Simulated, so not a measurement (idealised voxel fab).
The following process module bears the name voxel self aligned vias.
Shown is cross-section cut, with a width of 220 nm and square cells of size 5 nm.
Heads up, the way a cross-section reads in here is a grid of square cells, handed over as bands from the top down, with every band being one or more rows of cells. This entry defines a band. It first specifies the height of the band's top and the height of its bottom in nm, and then specifies the band's materials from left to right, stating each material with its width in nm. The word "full width" identifies a single material that fills the band from edge to edge, while the word "blank" identifies empty space. Note: height 0 marks the level under which the wafer is uniformly one material as received. Lowest band unbounded below, written "from 0 down". When a width is written as two numbers, as in "30->40", the first number is the width in the top row of cells of the band and the second is the width in its bottom row, and the width changes by the same amount from each row to the next. Any step labelled "remains unaltered" changed none of the cells in the cross-section. Closed empty spaces (no open way to the top) of 8 cells or more are what "Closed void register" lists, each as width x height at distance from the left edge, nm for all three. Where a step's line continues beyond its settings, the continuation is a remark by the simulator itself on that step. overlay nm: for a step with a mask, the amount by which the mask lay right of where it was planned; a negative amount means left of it.
-- Intended process steps
- 1: op RECEIVE | material Si
- 2: op CONFORMAL_DEP | material SiO2 | thk nm 10
- 3: op CONFORMAL_DEP | material SiCN | thk nm 5
- 4: op DIRECTIONAL_DEP | material lowk | thk nm 25
- 5: op PATTERN | tone open | mask id LINES | material resist | width nm 20 | pitch nm 65 | thk nm 15 | overlay nm 0
- 6: op DIRECTIONAL_ETCH | etch materials lowk | depth nm 25
- 7: op STRIP | etch materials resist
- 8: op CONFORMAL_DEP | material TiN | thk nm 5
- 9: op FILL_DEP | material Ru | thk nm 10
- 10: op CMP | height nm 40
- 11: op SELECTIVE_ETCH | etch materials W Ru TiN | depth nm 10
- 12: op FILL_DEP | material SiN | thk nm 10
- 13: op CMP | height nm 40
- 14: op DIRECTIONAL_DEP | material lowk | thk nm 20
- 15: op DIRECTIONAL_DEP | material aC | thk nm 10
- 16: op PATTERN | tone open | mask id VIAS | material resist | width nm 40 | thk nm 25 | overlay nm 0
- 17: op DIRECTIONAL_ETCH | etch materials aC | depth nm 10
- 18: op STRIP | etch materials resist
- 19: op DIRECTIONAL_ETCH | etch materials lowk | depth nm 20
- 20: op DIRECTIONAL_ETCH | etch materials SiN | depth nm 10
- 21: op STRIP | etch materials aC
- 22: op CONFORMAL_DEP | material TiN | thk nm 5
- 23: op FILL_DEP | material W | thk nm 5
- 24: op CMP | height nm 60
- 25: op CONFORMAL_DEP | material SiCN | thk nm 5
-- Step 1 complete: cross-section of the wafer as received
    from 0 down = Si full width
    Closed void register: none
-- Cross-sectional view of the first of the two wafers upon completion of the module, processed in accordance with the plan
    from 65 to 60 = SiCN full width
    from 60 to 45 = 55 nm lowk; 5 nm TiN; 30 nm W; 5 nm TiN; 125 nm lowk
    from 45 to 40 = 55 nm lowk; 15 nm TiN; 10 nm W; 15 nm TiN; 125 nm lowk
    from 40 to 35 = 65 nm lowk; 5 nm TiN; 10 nm W; 5 nm TiN; 45 nm lowk; 20 nm SiN; 70 nm lowk
    from 35 to 30 = 65 nm lowk; 20 nm TiN; 45 nm lowk; 20 nm SiN; 70 nm lowk
    from 30 to 20 = 65 nm lowk; 5 nm TiN; 10 nm Ru; 5 nm TiN; 45 nm lowk; 5 nm TiN; 10 nm Ru; 5 nm TiN; 70 nm lowk
    from 20 to 15 = 65 nm lowk; 20 nm TiN; 45 nm lowk; 20 nm TiN; 70 nm lowk
    from 15 to 10 = SiCN full width
    from 10 to 0 = SiO2 full width
    from 0 down = Si full width
    Closed void register: none
-- So this is wafer number two of the two, cut at the end of the module - it started where the first did and had the same plan, we just got one thing wrong running it
    from 65 to 60 = SiCN full width
    from 60 to 40 = 55 nm lowk; 5 nm TiN; 30 nm W; 5 nm TiN; 125 nm lowk
    from 40 to 35 = 55 nm SiN; 5 nm TiN; 30 nm W; 5 nm TiN; 125 nm SiN
    from 35 to 30 = 55 nm SiN; 40 nm TiN; 125 nm SiN
    from 30 to 10 = 65 nm lowk; 5 nm TiN; 10 nm Ru; 5 nm TiN; 45 nm lowk; 5 nm TiN; 10 nm Ru; 5 nm TiN; 70 nm lowk
    from 10 to 5 = 65 nm lowk; 20 nm TiN; 45 nm lowk; 20 nm TiN; 70 nm lowk
    from 5 to 0 = SiCN full width
    from 0 down = Si full width
    Closed void register: none
Deviation from plan: step 2 of the plan got skipped, so it never ran
Final tally in cells, some materials are higher or lower on the second wafer than on the first: 8 more of Ru; 64 more of SiN; 88 fewer of SiO2; 8 more of TiN; 8 more of W
